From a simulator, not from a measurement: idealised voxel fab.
process module | voxel fin reveal
cross-section cut | 170 nm wide | cells 5 nm
A cross-section is a grid of square cells, given in bands from the top down. A band is one or more rows of cells.
Each band's line starts with the height of the band's top and of its bottom, in nm. Then come its materials from left to right, each with its width in nm. One material with "throughout" fills the band from edge to edge. "air" is empty space.
Height 0 is the level under which the wafer as received is all one material. The lowest band goes on downwards, as in "0 down".
A width such as "30 to 40" changes by the same amount from each row of cells to the next, from the band's top row to its bottom row.
"no change" after a step means that no cell of the cross-section changed.
closed voids: empty space of 8 cells or more with no open way to the top, each as width x height at its distance from the left edge, in nm
after a step's settings: what the simulator itself notes on the step
overlay nm, on a step with a mask: how far to the right of its planned place the mask lay; to the left if negative
plan
1 op RECEIVE | material Si
2 op CONFORMAL_DEP | material SiN | thk nm 5
3 op MASKED_ETCH | tone cover | mask id FINS | width nm 15 | pitch nm 35 | etch materials SiN | depth nm 5 | overlay nm 0
4 op MASKED_ETCH | tone cover | mask id FINS | width nm 15 | pitch nm 35 | etch materials Si | depth nm 35 | overlay nm 0
5 op FILL_DEP | material SiO2 | thk nm 10
6 op CMP | height nm 5
7 op SELECTIVE_ETCH | etch materials SiO2 | depth nm 30
8 op STRIP | etch materials SiN
9 op CONFORMAL_DEP | material SiO2 | thk nm 5
first wafer, as planned
as received, after step 1
  0 down: Si throughout
  closed voids: none
after step 2
  5 to 0: SiN throughout
  below 0: unchanged
after step 3
  5 to 0: air 40 | SiN 15 | air 20 | SiN 15 | air 20 | SiN 15 | air 45
  below 0: unchanged
after step 4
  5 to 0: air 40 | SiN 15 | air 20 | SiN 15 | air 20 | SiN 15 | air 45
  0 to -35: air 40 | Si 15 | air 20 | Si 15 | air 20 | Si 15 | air 45
  below -35: unchanged
after step 5
  15 to 5: SiO2 throughout
  5 to 0: SiO2 40 | SiN 15 | SiO2 20 | SiN 15 | SiO2 20 | SiN 15 | SiO2 45
  0 to -35: SiO2 40 | Si 15 | SiO2 20 | Si 15 | SiO2 20 | Si 15 | SiO2 45
  below -35: unchanged
after step 6
  5 to 0: SiO2 40 | SiN 15 | SiO2 20 | SiN 15 | SiO2 20 | SiN 15 | SiO2 45
  below 0: unchanged
after step 7
  5 to 0: air 40 | SiN 15 | air 20 | SiN 15 | air 20 | SiN 15 | air 45
  0 to -25: air 40 | Si 15 | air 20 | Si 15 | air 20 | Si 15 | air 45
  below -25: unchanged
after step 8
  0 to -25: air 40 | Si 15 | air 20 | Si 15 | air 20 | Si 15 | air 45
  below -25: unchanged
after step 9
  5 to 0: air 35 | SiO2 25 | air 10 | SiO2 25 | air 10 | SiO2 25 | air 40
  0 to -20: air 35 | SiO2 5 | Si 15 | SiO2 5 | air 10 | SiO2 5 | Si 15 | SiO2 5 | air 10 | SiO2 5 | Si 15 | SiO2 5 | air 40
  -20 to -35: SiO2 40 | Si 15 | SiO2 20 | Si 15 | SiO2 20 | Si 15 | SiO2 45
  below -35: unchanged
second wafer: like start, like plan, one mistake. Through step 5 it matches the first wafer
when step 6 should have ended
  -5 to -35: SiO2 40 | Si 15 | SiO2 20 | Si 15 | SiO2 20 | Si 15 | SiO2 45
  below -35: unchanged
when step 7 should have ended
  -5 to -35: air 40 | Si 15 | air 20 | Si 15 | air 20 | Si 15 | air 45
  below -35: unchanged
when step 8 should have ended: no change
when step 9 should have ended
  0 to -5: air 35 | SiO2 25 | air 10 | SiO2 25 | air 10 | SiO2 25 | air 40
  -5 to -30: air 35 | SiO2 5 | Si 15 | SiO2 5 | air 10 | SiO2 5 | Si 15 | SiO2 5 | air 10 | SiO2 5 | Si 15 | SiO2 5 | air 40
  -30 to -35: SiO2 40 | Si 15 | SiO2 20 | Si 15 | SiO2 20 | Si 15 | SiO2 45
  below -35: unchanged
what went wrong: step 6 ran as: op CMP | height nm -5
at the end the second wafer has, in cells: 9 fewer of Si | 44 fewer of SiO2
